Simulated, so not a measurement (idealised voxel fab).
process module | voxel trench capacitor
cross-section cut | 295 nm wide | cells 5 nm
A cross-section is a grid of square cells, given in bands from the top down. A band is one or more rows of cells.
Each band's line starts with the height of the band's top and of its bottom, in nm. Then come its materials from left to right, each with its width in nm. One material with "throughout" fills the band from edge to edge. "air" is empty space.
Height 0 is the level under which the wafer as received is all one material. The lowest band goes on downwards, as in "0 down".
A width such as "30 to 40" changes by the same amount from each row of cells to the next, from the band's top row to its bottom row.
"no change" after a step means that no cell of the cross-section changed.
closed voids: empty space of 8 cells or more with no open way to the top, each as width x height at its distance from the left edge, in nm
after a step's settings: what the simulator itself notes on the step
overlay nm, on a step with a mask: how far to the right of its planned place the mask lay; to the left if negative
plan
1 op RECEIVE | material Si
2 op CONFORMAL_DEP | material SiN | thk nm 5
3 op DIRECTIONAL_DEP | material aC | thk nm 10
4 op PATTERN | tone open | mask id TRENCH | material resist | width nm 20 | pitch nm 50 | thk nm 30 | overlay nm 0
5 op DIRECTIONAL_ETCH | etch materials aC | depth nm 10
6 op STRIP | etch materials resist
7 op DIRECTIONAL_ETCH | etch materials SiN | depth nm 5
8 op DIRECTIONAL_ETCH | etch materials Si | depth nm 35
9 op STRIP | etch materials aC
10 op CONFORMAL_DEP | material SiO2 | thk nm 5
11 op FILL_DEP | material polySi | thk nm 10
12 op CMP | height nm 5
as received, after step 1
  0 down: Si throughout
  closed voids: none
a wafer at the end: this start, this plan, one mistake
  5 to 0: SiN 60 | aC 5 | polySi 10 | aC 5 | SiN 30 | aC 5 | polySi 10 | aC 5 | SiN 30 | aC 5 | polySi 10 | aC 5 | SiN 30 | aC 5 | polySi 10 | aC 5 | SiN 65
  0 to -30: Si 60 | aC 5 | polySi 10 | aC 5 | Si 30 | aC 5 | polySi 10 | aC 5 | Si 30 | aC 5 | polySi 10 | aC 5 | Si 30 | aC 5 | polySi 10 | aC 5 | Si 65
  -30 to -35: Si 60 | aC 20 | Si 30 | aC 20 | Si 30 | aC 20 | Si 30 | aC 20 | Si 65
  -35 down: Si throughout
  closed voids: none
what went wrong: step 10 ran as: op CONFORMAL_DEP | material aC | thk nm 5
